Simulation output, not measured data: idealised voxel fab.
Process module, titled voxel transistor to metal
Each square cell in cross-section cut measures 5 nm, and the section as a whole is 185 nm wide.
We lay out every cross-section as a grid of square cells and spell it out in bands from the top down, where one band means one or more rows of cells. Top, bottom (nm), then materials left to right with widths (nm); lone material tagged "full width" fills the whole band edge to edge; "empty" = empty space. A quick word on heights: they are counted from 0, and under that level the wafer as it came to us is one material throughout. The lowest band is different from the rest in having no bottom; it simply continues downward, written as in "top 0, no bottom". A two-number width, for instance "30 to 40", indicates that the width is equal to the first number in the top row of the band and to the second number in the bottom row, and that it changes by a constant amount per row of cells. It should be understood that the words "nothing got changed", when stated for a given step, signify that the cross-section underwent no change in any of its cells during that step. "Catalogued sealed voids" contains a list of empty spaces, each no smaller than 8 cells and without an open way to the top, written in the form width x height at distance with the distance from the left edge and all three in nm. Whatever follows a step's settings on its line is a remark the simulator itself makes about that step. Steps that use a mask can have "overlay nm" on their line. It says how far the mask sat to the right of where it was meant to be. Negative means to the left.
[The steps planned for the process are as follows]
1. RECEIVE with material Si
2. OXIDIZE with depth nm 5
3. CONFORMAL_DEP with material SiN, thk nm 10
4. DIRECTIONAL_DEP with material aC, thk nm 15
5. PATTERN with tone cover, mask id ACTIVE, material resist, width nm 110, thk nm 30, overlay nm 0
6. DIRECTIONAL_ETCH with etch materials aC, depth nm 15
7. STRIP with etch materials resist
8. DIRECTIONAL_ETCH with etch materials SiN, depth nm 10
9. DIRECTIONAL_ETCH with etch materials SiO2, depth nm 5
10. DIRECTIONAL_ETCH with etch materials Si, depth nm 30
11. STRIP with etch materials aC
12. FILL_DEP with material SiO2, thk nm 15
13. CMP with height nm 10
14. SELECTIVE_ETCH with etch materials SiO2, depth nm 10
15. STRIP with etch materials SiN
16. SELECTIVE_ETCH with etch materials SiO2, depth nm 5
17. OXIDIZE with depth nm 5
18. DIRECTIONAL_DEP with material polySi, thk nm 20
19. DIRECTIONAL_DEP with material SiCN, thk nm 10
20. MASKED_ETCH with tone cover, mask id GATE, width nm 30, etch materials SiCN, depth nm 20, overlay nm 0
21. MASKED_ETCH with tone cover, mask id GATE, width nm 30, etch materials polySi, depth nm 30, overlay nm 0
22. CONFORMAL_DEP with material SiO2, thk nm 5
23. DIRECTIONAL_ETCH with etch materials SiO2, depth nm 5
24. CONFORMAL_DEP with material SiN, thk nm 5
25. DIRECTIONAL_ETCH with etch materials SiN, depth nm 5
26. DIRECTIONAL_ETCH with etch materials SiO2, depth nm 5
27. DIRECTIONAL_ETCH with etch materials Si, depth nm 10
28. EPI with material nSi, thk nm 15
29. FILL_DEP with material SiO2, thk nm 5
30. CMP with height nm 15
31. STRIP with etch materials polySi
32. SELECTIVE_ETCH with etch materials SiO2, depth nm 5
33. CONFORMAL_DEP with material HfO2, thk nm 5
34. CONFORMAL_DEP with material TiN, thk nm 5
35. FILL_DEP with material W, thk nm 10
36. CMP with height nm 10
37. DIRECTIONAL_DEP with material SiO2, thk nm 10
38. DIRECTIONAL_DEP with material aC, thk nm 10
39. PATTERN with tone open, mask id CONTACT, material resist, width nm 15, pitch nm 75, thk nm 30, overlay nm 0
40. DIRECTIONAL_ETCH with etch materials aC, depth nm 10
41. STRIP with etch materials resist
42. DIRECTIONAL_ETCH with etch materials SiO2, depth nm 25
43. STRIP with etch materials aC
44. CONFORMAL_DEP with material TiN, thk nm 5
45. FILL_DEP with material Ru, thk nm 10
46. CMP with height nm 20
47. CONFORMAL_DEP with material SiN, thk nm 5
48. DIRECTIONAL_DEP with material lowk, thk nm 25
49. MASKED_ETCH with tone open, mask id METAL_1, width nm 15, pitch nm 75, etch materials lowk, depth nm 25, overlay nm 0
50. MASKED_ETCH with tone open, mask id METAL_1, width nm 15, pitch nm 75, etch materials SiN, depth nm 5, overlay nm 0
51. CONFORMAL_DEP with material TiN, thk nm 5
52. FILL_DEP with material Ru, thk nm 10
53. CMP with height nm 50
54. EPI with material Ru, thk nm 5
55. FILL_DEP with material SiCN, thk nm 5
56. DIRECTIONAL_DEP with material lowk, thk nm 30
57. PATTERN with tone open, mask id METAL_2, material resist, width nm 15, pitch nm 75, thk nm 15, overlay nm 0
58. DIRECTIONAL_ETCH with etch materials lowk, depth nm 20
59. STRIP with etch materials resist
60. MASKED_ETCH with tone open, mask id METAL_2_HOLES, width nm 15, pitch nm 75, etch materials lowk, depth nm 10, overlay nm 0
61. MASKED_ETCH with tone open, mask id METAL_2_HOLES, width nm 15, pitch nm 75, etch materials SiCN, depth nm 5, overlay nm 0
62. CONFORMAL_DEP with material TiN, thk nm 5
63. FILL_DEP with material Cu, thk nm 10
64. CMP with height nm 90
65. CONFORMAL_DEP with material SiN, thk nm 5
[Cross-sectional view of the wafer in its as-received condition, corresponding to the state after step 1]
> top 0, no bottom | Si full width
> Catalogued sealed voids: none
[Same starting wafer, same plan as above, one mistake in the execution; this is the cross-section at the end of the module]
> top 95, bottom 90 | SiN full width
> top 90, bottom 60 | 45 nm lowk, 5 nm TiN, 5 nm Cu, 5 nm TiN, 60 nm lowk, 5 nm TiN, 5 nm Cu, 5 nm TiN, 50 nm lowk
> top 60, bottom 55 | 45 nm SiCN, 15 nm TiN, 60 nm SiCN, 15 nm TiN, 50 nm SiCN
> top 55, bottom 50 | 40 nm SiCN, 25 nm Ru, 50 nm SiCN, 25 nm Ru, 45 nm SiCN
> top 50, bottom 40 | 45 nm lowk, 5 nm TiN, 5 nm Ru, 5 nm TiN, 60 nm lowk, 5 nm TiN, 5 nm Ru, 5 nm TiN, 50 nm lowk
> top 40, bottom 35 | 45 nm SiN, 15 nm TiN, 60 nm SiN, 15 nm TiN, 50 nm SiN
> top 35, bottom 25 | Ru full width
> top 25, bottom 20 | 50 nm TiN, 5 nm Ru, 70 nm TiN, 5 nm Ru, 55 nm TiN
> top 20, bottom 10 | 45 nm SiO2, 5 nm TiN, 5 nm Ru, 5 nm TiN, 60 nm SiO2, 5 nm TiN, 5 nm Ru, 5 nm TiN, 50 nm SiO2
> top 10, bottom 5 | 45 nm SiO2, 15 nm TiN, 5 nm SiO2, 5 nm SiN, 5 nm HfO2, 5 nm TiN, 20 nm W, 5 nm TiN, 5 nm HfO2, 5 nm SiN, 5 nm SiO2, 15 nm TiN, 50 nm SiO2
> top 5, bottom 0 | 45 nm SiO2, 5 nm TiN, 15 nm nSi, 5 nm SiN, 5 nm HfO2, 5 nm TiN, 20 nm W, 5 nm TiN, 5 nm HfO2, 5 nm SiN, 15 nm nSi, 5 nm TiN, 50 nm SiO2
> top 0, bottom -5 | 45 nm SiO2, 5 nm TiN, 15 nm nSi, 5 nm SiN, 5 nm HfO2, 30 nm TiN, 5 nm HfO2, 5 nm SiN, 15 nm nSi, 5 nm TiN, 50 nm SiO2
> top -5, bottom -10 | 30 nm SiO2, 35 nm nSi, 5 nm SiO2, 40 nm HfO2, 5 nm SiO2, 35 nm nSi, 35 nm SiO2
> top -10, bottom -20 | 35 nm SiO2, 30 nm nSi, 50 nm Si, 30 nm nSi, 40 nm SiO2
> top -20, bottom -35 | 35 nm SiO2, 110 nm Si, 40 nm SiO2
> top -35, no bottom | Si full width
> Catalogued sealed voids: none
Misprocessing identified: step 46 of the plan was excluded from execution and never run
